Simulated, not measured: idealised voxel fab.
Process module in this document: voxel self aligned vias
In the cross-section labelled cut, the width is 285 nm and each square cell is 5 nm.
When this document writes out a cross-section, it uses a grid of square cells and lists it as bands, beginning at the top and moving down, with a band standing for one or more rows of cells. First you get the band's top height and its bottom height, in nm, and then the materials it's made of, left to right, with each width in nm. If you see a single material with "full width", that one covers the band edge to edge. "blank" is empty space. For the purposes of this specification, 0 denotes the height below which the wafer in its as-received condition is composed wholly of one material, and the lowermost band, lacking a lower limit, extends downward without end, as expressed in "0 -> down". The expression "30->40" gives the width at the extremes of the band, the first number at its top row of cells and the second at its bottom row, with the width changing by equal amounts from each row to the next in between. Step note "stayed the same" = no cross-section cell changed. Closed void register: empty space of 8 cells or more with no open way to the top, each as width x height at its distance from the left edge, in nm. Whatever follows a step's settings on its line is a remark the simulator itself makes about that step. overlay nm: on a step with a mask, how far right of its planned place the mask lay; negative means left.

The following list gives the planned process steps
1 RECEIVE (material Si)
2 CONFORMAL_DEP (material SiO2; thk nm 15)
3 CONFORMAL_DEP (material SiCN; thk nm 5)
4 DIRECTIONAL_DEP (material lowk; thk nm 25)
5 PATTERN (tone open; mask id LINES; material resist; width nm 30; pitch nm 70; thk nm 20; overlay nm 0)
6 DIRECTIONAL_ETCH (etch materials lowk; depth nm 25)
7 STRIP (etch materials resist)
8 CONFORMAL_DEP (material TiN; thk nm 5)
9 FILL_DEP (material Ru; thk nm 10)
10 CMP (height nm 45)
11 SELECTIVE_ETCH (etch materials W Ru TiN; depth nm 5)
12 FILL_DEP (material SiN; thk nm 10)
13 CMP (height nm 45)
14 DIRECTIONAL_DEP (material lowk; thk nm 20)
15 PATTERN (tone open; mask id VIAS; material resist; width nm 40; pitch nm 70; thk nm 15; overlay nm 0)
16 DIRECTIONAL_ETCH (etch materials lowk; depth nm 20)
17 DIRECTIONAL_ETCH (etch materials SiN; depth nm 5)
18 STRIP (etch materials resist)
19 CONFORMAL_DEP (material TiN; thk nm 5)
20 FILL_DEP (material Cu; thk nm 10)
21 CMP (height nm 65)
22 CONFORMAL_DEP (material SiN; thk nm 5)

First out of two wafers; run went to plan

Wafer at receipt (post step 1), cross-section
0 -> down: Si full width
Closed void register: none

Cross-section: wafer state after step 2
15 -> 0: SiO2 full width
All layers under 0 are left as they were.

Cross-section: wafer state after step 3
20 -> 15: SiCN full width
All layers under 15 are left as they were.

Cross-section: wafer state after step 4
45 -> 20: lowk full width
All layers under 20 are left as they were.

Cross-section: wafer state after step 5
65 -> 45: 90 nm resist, then 30 nm blank, then 40 nm resist, then 30 nm blank, then 95 nm resist
All layers under 45 are left as they were.

Cross-section: wafer state after step 6
65 -> 45: 90 nm resist, then 30 nm blank, then 40 nm resist, then 30 nm blank, then 95 nm resist
45 -> 20: 90 nm lowk, then 30 nm blank, then 40 nm lowk, then 30 nm blank, then 95 nm lowk
All layers under 20 are left as they were.

Cross-section: wafer state after step 7
45 -> 20: 90 nm lowk, then 30 nm blank, then 40 nm lowk, then 30 nm blank, then 95 nm lowk
All layers under 20 are left as they were.

Cross-section: wafer state after step 8
50 -> 45: 95 nm TiN, then 20 nm blank, then 50 nm TiN, then 20 nm blank, then 100 nm TiN
45 -> 25: 90 nm lowk, then 5 nm TiN, then 20 nm blank, then 5 nm TiN, then 40 nm lowk, then 5 nm TiN, then 20 nm blank, then 5 nm TiN, then 95 nm lowk
25 -> 20: 90 nm lowk, then 30 nm TiN, then 40 nm lowk, then 30 nm TiN, then 95 nm lowk
All layers under 20 are left as they were.

Cross-section: wafer state after step 9
60 -> 50: Ru full width
50 -> 45: 95 nm TiN, then 20 nm Ru, then 50 nm TiN, then 20 nm Ru, then 100 nm TiN
45 -> 25: 90 nm lowk, then 5 nm TiN, then 20 nm Ru, then 5 nm TiN, then 40 nm lowk, then 5 nm TiN, then 20 nm Ru, then 5 nm TiN, then 95 nm lowk
All layers under 25 are left as they were.

Cross-section: wafer state after step 10
45 -> 25: 90 nm lowk, then 5 nm TiN, then 20 nm Ru, then 5 nm TiN, then 40 nm lowk, then 5 nm TiN, then 20 nm Ru, then 5 nm TiN, then 95 nm lowk
All layers under 25 are left as they were.

Cross-section: wafer state after step 11
45 -> 40: 90 nm lowk, then 30 nm blank, then 40 nm lowk, then 30 nm blank, then 95 nm lowk
All layers under 40 are left as they were.

Cross-section: wafer state after step 12
55 -> 45: SiN full width
45 -> 40: 90 nm lowk, then 30 nm SiN, then 40 nm lowk, then 30 nm SiN, then 95 nm lowk
All layers under 40 are left as they were.

Cross-section: wafer state after step 13
45 -> 40: 90 nm lowk, then 30 nm SiN, then 40 nm lowk, then 30 nm SiN, then 95 nm lowk
All layers under 40 are left as they were.

Cross-section: wafer state after step 14
65 -> 45: lowk full width
All layers under 45 are left as they were.

Cross-section: wafer state after step 15
80 -> 65: 85 nm resist, then 40 nm blank, then 30 nm resist, then 40 nm blank, then 90 nm resist
All layers under 65 are left as they were.

Cross-section: wafer state after step 16
80 -> 65: 85 nm resist, then 40 nm blank, then 30 nm resist, then 40 nm blank, then 90 nm resist
65 -> 45: 85 nm lowk, then 40 nm blank, then 30 nm lowk, then 40 nm blank, then 90 nm lowk
All layers under 45 are left as they were.

Cross-section: wafer state after step 17
80 -> 65: 85 nm resist, then 40 nm blank, then 30 nm resist, then 40 nm blank, then 90 nm resist
65 -> 45: 85 nm lowk, then 40 nm blank, then 30 nm lowk, then 40 nm blank, then 90 nm lowk
45 -> 40: 90 nm lowk, then 30 nm blank, then 40 nm lowk, then 30 nm blank, then 95 nm lowk
All layers under 40 are left as they were.

Cross-section: wafer state after step 18
65 -> 45: 85 nm lowk, then 40 nm blank, then 30 nm lowk, then 40 nm blank, then 90 nm lowk
All layers under 45 are left as they were.

Cross-section: wafer state after step 19
70 -> 65: 90 nm TiN, then 30 nm blank, then 40 nm TiN, then 30 nm blank, then 95 nm TiN
65 -> 50: 85 nm lowk, then 5 nm TiN, then 30 nm blank, then 5 nm TiN, then 30 nm lowk, then 5 nm TiN, then 30 nm blank, then 5 nm TiN, then 90 nm lowk
50 -> 45: 85 nm lowk, then 10 nm TiN, then 20 nm blank, then 10 nm TiN, then 30 nm lowk, then 10 nm TiN, then 20 nm blank, then 10 nm TiN, then 90 nm lowk
45 -> 40: 90 nm lowk, then 30 nm TiN, then 40 nm lowk, then 30 nm TiN, then 95 nm lowk
All layers under 40 are left as they were.

Cross-section: wafer state after step 20
80 -> 70: Cu full width
70 -> 65: 90 nm TiN, then 30 nm Cu, then 40 nm TiN, then 30 nm Cu, then 95 nm TiN
65 -> 50: 85 nm lowk, then 5 nm TiN, then 30 nm Cu, then 5 nm TiN, then 30 nm lowk, then 5 nm TiN, then 30 nm Cu, then 5 nm TiN, then 90 nm lowk
50 -> 45: 85 nm lowk, then 10 nm TiN, then 20 nm Cu, then 10 nm TiN, then 30 nm lowk, then 10 nm TiN, then 20 nm Cu, then 10 nm TiN, then 90 nm lowk
All layers under 45 are left as they were.

Cross-section: wafer state after step 21
65 -> 50: 85 nm lowk, then 5 nm TiN, then 30 nm Cu, then 5 nm TiN, then 30 nm lowk, then 5 nm TiN, then 30 nm Cu, then 5 nm TiN, then 90 nm lowk
All layers under 50 are left as they were.

Cross-section: wafer state after step 22
70 -> 65: SiN full width
All layers under 65 are left as they were.

It is to be noted that the second wafer proceeded from the same initial state and according to the same plan as the first, although one mistake was committed in its execution; through step 4, inclusive, the two wafers share an identical history

Cross-section of the second wafer at the time step 5 of the plan should have ended
65 -> 45: 90 nm blank, then 30 nm resist, then 40 nm blank, then 30 nm resist, then 95 nm blank
All layers under 45 are left as they were.

Cross-section of the second wafer at the time step 6 of the plan should have ended
65 -> 45: 90 nm blank, then 30 nm resist, then 40 nm blank, then 30 nm resist, then 95 nm blank
45 -> 20: 90 nm blank, then 30 nm lowk, then 40 nm blank, then 30 nm lowk, then 95 nm blank
All layers under 20 are left as they were.

Cross-section of the second wafer at the time step 7 of the plan should have ended
45 -> 20: 90 nm blank, then 30 nm lowk, then 40 nm blank, then 30 nm lowk, then 95 nm blank
All layers under 20 are left as they were.

Cross-section of the second wafer at the time step 8 of the plan should have ended
50 -> 45: 85 nm blank, then 40 nm TiN, then 30 nm blank, then 40 nm TiN, then 90 nm blank
45 -> 25: 85 nm blank, then 5 nm TiN, then 30 nm lowk, then 5 nm TiN, then 30 nm blank, then 5 nm TiN, then 30 nm lowk, then 5 nm TiN, then 90 nm blank
25 -> 20: 90 nm TiN, then 30 nm lowk, then 40 nm TiN, then 30 nm lowk, then 95 nm TiN
All layers under 20 are left as they were.

Cross-section of the second wafer at the time step 9 of the plan should have ended
60 -> 50: Ru full width
50 -> 45: 85 nm Ru, then 40 nm TiN, then 30 nm Ru, then 40 nm TiN, then 90 nm Ru
45 -> 25: 85 nm Ru, then 5 nm TiN, then 30 nm lowk, then 5 nm TiN, then 30 nm Ru, then 5 nm TiN, then 30 nm lowk, then 5 nm TiN, then 90 nm Ru
All layers under 25 are left as they were.

Cross-section of the second wafer at the time step 10 of the plan should have ended
45 -> 25: 85 nm Ru, then 5 nm TiN, then 30 nm lowk, then 5 nm TiN, then 30 nm Ru, then 5 nm TiN, then 30 nm lowk, then 5 nm TiN, then 90 nm Ru
All layers under 25 are left as they were.

Cross-section of the second wafer at the time step 11 of the plan should have ended
45 -> 40: 90 nm blank, then 30 nm lowk, then 40 nm blank, then 30 nm lowk, then 95 nm blank
All layers under 40 are left as they were.

Cross-section of the second wafer at the time step 12 of the plan should have ended
55 -> 45: SiN full width
45 -> 40: 90 nm SiN, then 30 nm lowk, then 40 nm SiN, then 30 nm lowk, then 95 nm SiN
All layers under 40 are left as they were.

Cross-section of the second wafer at the time step 13 of the plan should have ended
45 -> 40: 90 nm SiN, then 30 nm lowk, then 40 nm SiN, then 30 nm lowk, then 95 nm SiN
All layers under 40 are left as they were.

Cross-section of the second wafer at the time step 14 of the plan should have ended
65 -> 45: lowk full width
All layers under 45 are left as they were.

Cross-section of the second wafer at the time step 15 of the plan should have ended
80 -> 65: 85 nm resist, then 40 nm blank, then 30 nm resist, then 40 nm blank, then 90 nm resist
All layers under 65 are left as they were.

Cross-section of the second wafer at the time step 16 of the plan should have ended
80 -> 65: 85 nm resist, then 40 nm blank, then 30 nm resist, then 40 nm blank, then 90 nm resist
65 -> 45: 85 nm lowk, then 40 nm blank, then 30 nm lowk, then 40 nm blank, then 90 nm lowk
All layers under 45 are left as they were.

Cross-section of the second wafer at the time step 17 of the plan should have ended
80 -> 65: 85 nm resist, then 40 nm blank, then 30 nm resist, then 40 nm blank, then 90 nm resist
65 -> 45: 85 nm lowk, then 40 nm blank, then 30 nm lowk, then 40 nm blank, then 90 nm lowk
45 -> 40: 85 nm SiN, then 5 nm blank, then 30 nm lowk, then 5 nm blank, then 30 nm SiN, then 5 nm blank, then 30 nm lowk, then 5 nm blank, then 90 nm SiN
All layers under 40 are left as they were.

Cross-section of the second wafer at the time step 18 of the plan should have ended
65 -> 45: 85 nm lowk, then 40 nm blank, then 30 nm lowk, then 40 nm blank, then 90 nm lowk
All layers under 45 are left as they were.

Cross-section of the second wafer at the time step 19 of the plan should have ended
70 -> 65: 90 nm TiN, then 30 nm blank, then 40 nm TiN, then 30 nm blank, then 95 nm TiN
65 -> 50: 85 nm lowk, then 5 nm TiN, then 30 nm blank, then 5 nm TiN, then 30 nm lowk, then 5 nm TiN, then 30 nm blank, then 5 nm TiN, then 90 nm lowk
50 -> 45: 85 nm lowk, then 40 nm TiN, then 30 nm lowk, then 40 nm TiN, then 90 nm lowk
45 -> 40: 85 nm SiN, then 5 nm TiN, then 30 nm lowk, then 5 nm TiN, then 30 nm SiN, then 5 nm TiN, then 30 nm lowk, then 5 nm TiN, then 90 nm SiN
All layers under 40 are left as they were.

Cross-section of the second wafer at the time step 20 of the plan should have ended
80 -> 70: Cu full width
70 -> 65: 90 nm TiN, then 30 nm Cu, then 40 nm TiN, then 30 nm Cu, then 95 nm TiN
65 -> 50: 85 nm lowk, then 5 nm TiN, then 30 nm Cu, then 5 nm TiN, then 30 nm lowk, then 5 nm TiN, then 30 nm Cu, then 5 nm TiN, then 90 nm lowk
All layers under 50 are left as they were.

Cross-section of the second wafer at the time step 21 of the plan should have ended
65 -> 50: 85 nm lowk, then 5 nm TiN, then 30 nm Cu, then 5 nm TiN, then 30 nm lowk, then 5 nm TiN, then 30 nm Cu, then 5 nm TiN, then 90 nm lowk
All layers under 50 are left as they were.

Cross-section of the second wafer at the time step 22 of the plan should have ended
70 -> 65: SiN full width
All layers under 65 are left as they were.
Diagnosis: off-plan run, step 5, actual operation and settings PATTERN (tone cover; mask id LINES; material resist; width nm 30; pitch nm 70; thk nm 20; overlay nm 0)
In the final state, the cell counts of the second wafer exceed or fall short of those of the first for the following materials: -8 Cu; +99 Ru; +41 SiN; +33 TiN; -165 lowk
